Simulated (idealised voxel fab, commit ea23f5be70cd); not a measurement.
Process module heading - voxel gate over fins
This is section cut - it's 240 nm across, gridded in 5 nm square cells.
Cross-section spec: square-cell grid; bands listed top down; each band is one or more rows.
The entry gives the band's vertical extent as a top height and a bottom height in nm, then its horizontal make-up as materials from left to right, each with a width in nm. "empty" stands for empty space; a single material marked "full width" fills the band edge to edge.
Beneath 0, the wafer as received is one material, and that level is where height counting begins. The lowest band goes on downward without a bottom; it is written like "from 0 down".
Quick explanation for "30..40": the width changes in equal steps down the rows of cells, from the first number in the band's top row to the second number in its bottom row.
Any step labelled "remained unchanged" changed none of the cells in the cross-section.
The label "Enclosed internal voids" introduces a list of the empty spaces, 8 cells or larger, that have no open way up to the top; each entry in it reads width x height at distance, where the distance is taken from the left edge and all three are stated in nm.
Anything after a step's settings on that line? It's the simulator's own note about the step.
Regarding "overlay nm": on a step with a mask, it is the distance the mask lay to the right of its planned place; a negative value places it to the left.

Below is the list of planned process steps:
1. RECEIVE (material Si)
2. CONFORMAL_DEP (material SiN; thk nm 5)
3. PATTERN (tone cover; mask id FINS; material resist; width nm 15; pitch nm 50; thk nm 15; overlay nm 0)
4. DIRECTIONAL_ETCH (etch materials SiN; depth nm 5)
5. DIRECTIONAL_ETCH (etch materials Si; depth nm 30)
6. STRIP (etch materials resist)
7. OXIDIZE (depth nm 5)
8. FILL_DEP (material SiO2; thk nm 5)
9. CMP (height nm 5)
10. MASKED_ETCH (tone open; mask id RAIL; width nm 15; etch materials SiO2; depth nm 30; overlay nm 0)
11. CONFORMAL_DEP (material TiN; thk nm 5)
12. FILL_DEP (material W; thk nm 10)
13. CMP (height nm 5)
14. SELECTIVE_ETCH (etch materials W Ru TiN; depth nm 20)
15. FILL_DEP (material SiO2; thk nm 5)
16. CMP (height nm 5)
17. SELECTIVE_ETCH (etch materials SiO2; depth nm 15)
18. STRIP (etch materials SiN)
19. CONFORMAL_DEP (material HfO2; thk nm 5)
20. CONFORMAL_DEP (material TiN; thk nm 5)
21. FILL_DEP (material W; thk nm 15)
22. CMP (height nm 20)
23. CONFORMAL_DEP (material SiN; thk nm 5)

Cross-section, incoming material, after step 1:
> from 0 down = Si full width
> Enclosed internal voids: none

Starting structure and process plan are as shown above, but one mistake was made in running the module; the wafer cross-section at the end of the module follows:
> from 25 to 20 = SiN full width
> from 20 to 10 = W full width
> from 10 to 5 = W 80; TiN 75; W 85
> from 5 to 0 = W 80; TiN 5; HfO2 15; TiN 5; HfO2 25; TiN 5; HfO2 15; TiN 5; W 85
> from 0 to -5 = TiN 85; HfO2 5; Si 5; HfO2 5; TiN 5; HfO2 5; TiN 5; W 5; TiN 5; HfO2 5; TiN 5; HfO2 5; Si 5; HfO2 5; TiN 90
> from -5 to -10 = HfO2 90; Si 5; HfO2 15; TiN 5; W 5; TiN 5; HfO2 15; Si 5; HfO2 95
> from -10 to -20 = SiO2 90; Si 5; SiO2 15; TiN 5; W 5; TiN 5; SiO2 15; Si 5; SiO2 95
> from -20 to -25 = SiO2 90; Si 5; SiO2 15; TiN 15; SiO2 15; Si 5; SiO2 95
> from -25 to -35 = SiO2 90; Si 5; SiO2 45; Si 5; SiO2 95
> from -35 down = Si full width
> Enclosed internal voids: none
Plan not followed: yeah, step 13 of the plan got skipped, never ran
